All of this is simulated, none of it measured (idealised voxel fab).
process module | voxel wiring stack
cross-section cut | 265 nm wide | cells 5 nm
A cross-section is a grid of square cells, given in bands from the top down. A band is one or more rows of cells.
Each band's line starts with the height of the band's top and of its bottom, in nm. Then come its materials from left to right, each with its width in nm. One material with "throughout" fills the band from edge to edge. "air" is empty space.
Height 0 is the level under which the wafer as received is all one material. The lowest band goes on downwards, as in "0 down".
A width such as "30 to 40" changes by the same amount from each row of cells to the next, from the band's top row to its bottom row.
"no change" after a step means that no cell of the cross-section changed.
closed voids: empty space of 8 cells or more with no open way to the top, each as width x height at its distance from the left edge, in nm
after a step's settings: what the simulator itself notes on the step
overlay nm, on a step with a mask: how far to the right of its planned place the mask lay; to the left if negative
plan
1 op RECEIVE | material Si
2 op CONFORMAL_DEP | material SiO2 | thk nm 15
3 op CONFORMAL_DEP | material SiN | thk nm 5
4 op DIRECTIONAL_DEP | material lowk | thk nm 25
5 op DIRECTIONAL_DEP | material aC | thk nm 10
6 op PATTERN | tone open | mask id METAL_1 | material resist | width nm 25 | pitch nm 45 | thk nm 25 | overlay nm 0
7 op DIRECTIONAL_ETCH | etch materials aC | depth nm 10
8 op STRIP | etch materials resist
9 op DIRECTIONAL_ETCH | etch materials lowk | depth nm 25
10 op DIRECTIONAL_ETCH | etch materials SiN | depth nm 5
11 op STRIP | etch materials aC
12 op CONFORMAL_DEP | material TiN | thk nm 5
13 op FILL_DEP | material Cu | thk nm 10
14 op CMP | height nm 45
15 op CONFORMAL_DEP | material SiCN | thk nm 5
16 op DIRECTIONAL_DEP | material SiO2 | thk nm 10
17 op DIRECTIONAL_DEP | material aC | thk nm 10
18 op PATTERN | tone open | mask id PLUG_1 | material resist | width nm 15 | thk nm 25 | overlay nm 0
19 op DIRECTIONAL_ETCH | etch materials aC | depth nm 10
20 op STRIP | etch materials resist
21 op DIRECTIONAL_ETCH | etch materials SiO2 | depth nm 10
22 op DIRECTIONAL_ETCH | etch materials SiCN | depth nm 5
23 op STRIP | etch materials aC
24 op CONFORMAL_DEP | material TiN | thk nm 5
25 op FILL_DEP | material Ru | thk nm 10
26 op CMP | height nm 60
27 op CONFORMAL_DEP | material SiN | thk nm 5
28 op DIRECTIONAL_DEP | material SiO2 | thk nm 15
29 op MASKED_ETCH | tone open | mask id METAL_2 | width nm 25 | pitch nm 45 | etch materials SiO2 | depth nm 15 | overlay nm 0
30 op MASKED_ETCH | tone open | mask id METAL_2 | width nm 25 | pitch nm 45 | etch materials SiN | depth nm 5 | overlay nm 0
31 op CONFORMAL_DEP | material TiN | thk nm 5
32 op FILL_DEP | material W | thk nm 10
33 op CMP | height nm 80
34 op CONFORMAL_DEP | material SiCN | thk nm 5
35 op DIRECTIONAL_DEP | material lowk | thk nm 20
36 op MASKED_ETCH | tone open | mask id PLUG_2 | width nm 15 | pitch nm 45 | etch materials lowk | depth nm 20 | overlay nm 0
37 op MASKED_ETCH | tone open | mask id PLUG_2 | width nm 15 | pitch nm 45 | etch materials SiCN | depth nm 5 | overlay nm 0
38 op CONFORMAL_DEP | material TiN | thk nm 5
39 op FILL_DEP | material W | thk nm 10
40 op CMP | height nm 105
41 op CONFORMAL_DEP | material SiN | thk nm 5
42 op DIRECTIONAL_DEP | material SiO2 | thk nm 20
43 op DIRECTIONAL_DEP | material aC | thk nm 15
44 op PATTERN | tone open | mask id METAL_3 | material resist | width nm 25 | pitch nm 45 | thk nm 30 | overlay nm 0
45 op DIRECTIONAL_ETCH | etch materials aC | depth nm 15
46 op STRIP | etch materials resist
47 op DIRECTIONAL_ETCH | etch materials SiO2 | depth nm 20
48 op DIRECTIONAL_ETCH | etch materials SiN | depth nm 5
49 op STRIP | etch materials aC
50 op CONFORMAL_DEP | material TiN | thk nm 5
51 op FILL_DEP | material W | thk nm 10
52 op CMP | height nm 130
53 op EPI | material Ru | thk nm 5
54 op FILL_DEP | material SiCN | thk nm 5
as received, after step 1
  0 down: Si throughout
  closed voids: none
first wafer at the end, as planned
  140 to 135: SiCN throughout
  135 to 130: SiCN 90 | Ru 35 | SiCN 10 | Ru 35 | SiCN 95
  130 to 110: SiO2 95 | TiN 5 | W 15 | TiN 5 | SiO2 20 | TiN 5 | W 15 | TiN 5 | SiO2 100
  110 to 105: SiN 95 | TiN 25 | SiN 20 | TiN 25 | SiN 100
  105 to 85: lowk 95 | TiN 5 | W 5 | TiN 5 | lowk 30 | TiN 5 | W 5 | TiN 5 | lowk 110
  85 to 80: SiCN 95 | TiN 15 | SiCN 30 | TiN 15 | SiCN 110
  80 to 65: SiO2 95 | TiN 5 | W 15 | TiN 5 | SiO2 20 | TiN 5 | W 15 | TiN 5 | SiO2 100
  65 to 60: SiN 95 | TiN 25 | SiN 20 | TiN 25 | SiN 100
  60 to 50: SiO2 95 | TiN 5 | Ru 5 | TiN 5 | SiO2 155
  50 to 45: SiCN 95 | TiN 15 | SiCN 155
  45 to 20: lowk 95 | TiN 5 | Cu 15 | TiN 5 | lowk 20 | TiN 5 | Cu 15 | TiN 5 | lowk 100
  20 to 15: SiN 95 | TiN 25 | SiN 20 | TiN 25 | SiN 100
  15 to 0: SiO2 throughout
  0 down: Si throughout
  closed voids: none
second wafer at the end: like start, like plan, one mistake
  140 to 135: SiCN throughout
  135 to 130: SiCN 90 | Ru 35 | SiCN 10 | Ru 35 | SiCN 95
  130 to 110: SiO2 95 | TiN 5 | W 15 | TiN 5 | SiO2 20 | TiN 5 | W 15 | TiN 5 | SiO2 100
  110 to 105: SiN 95 | TiN 25 | SiN 20 | TiN 25 | SiN 100
  105 to 85: lowk 95 | TiN 5 | W 5 | TiN 5 | lowk 30 | TiN 5 | W 5 | TiN 5 | lowk 110
  85 to 80: SiCN 95 | TiN 15 | SiCN 30 | TiN 15 | SiCN 110
  80 to 65: Cu throughout
  65 to 60: SiN throughout
  60 to 50: SiO2 95 | TiN 5 | Ru 5 | TiN 5 | SiO2 155
  50 to 45: SiCN 95 | TiN 15 | SiCN 155
  45 to 20: lowk 95 | TiN 5 | Cu 15 | TiN 5 | lowk 20 | TiN 5 | Cu 15 | TiN 5 | lowk 100
  20 to 15: SiN 95 | TiN 25 | SiN 20 | TiN 25 | SiN 100
  15 to 0: SiO2 throughout
  0 down: Si throughout
  closed voids: none
what went wrong: step 28 ran as: op DIRECTIONAL_DEP | material Cu | thk nm 15
at the end the second wafer has, in cells: 159 more of Cu | 10 more of SiN | 129 fewer of SiO2 | 22 fewer of TiN | 18 fewer of W
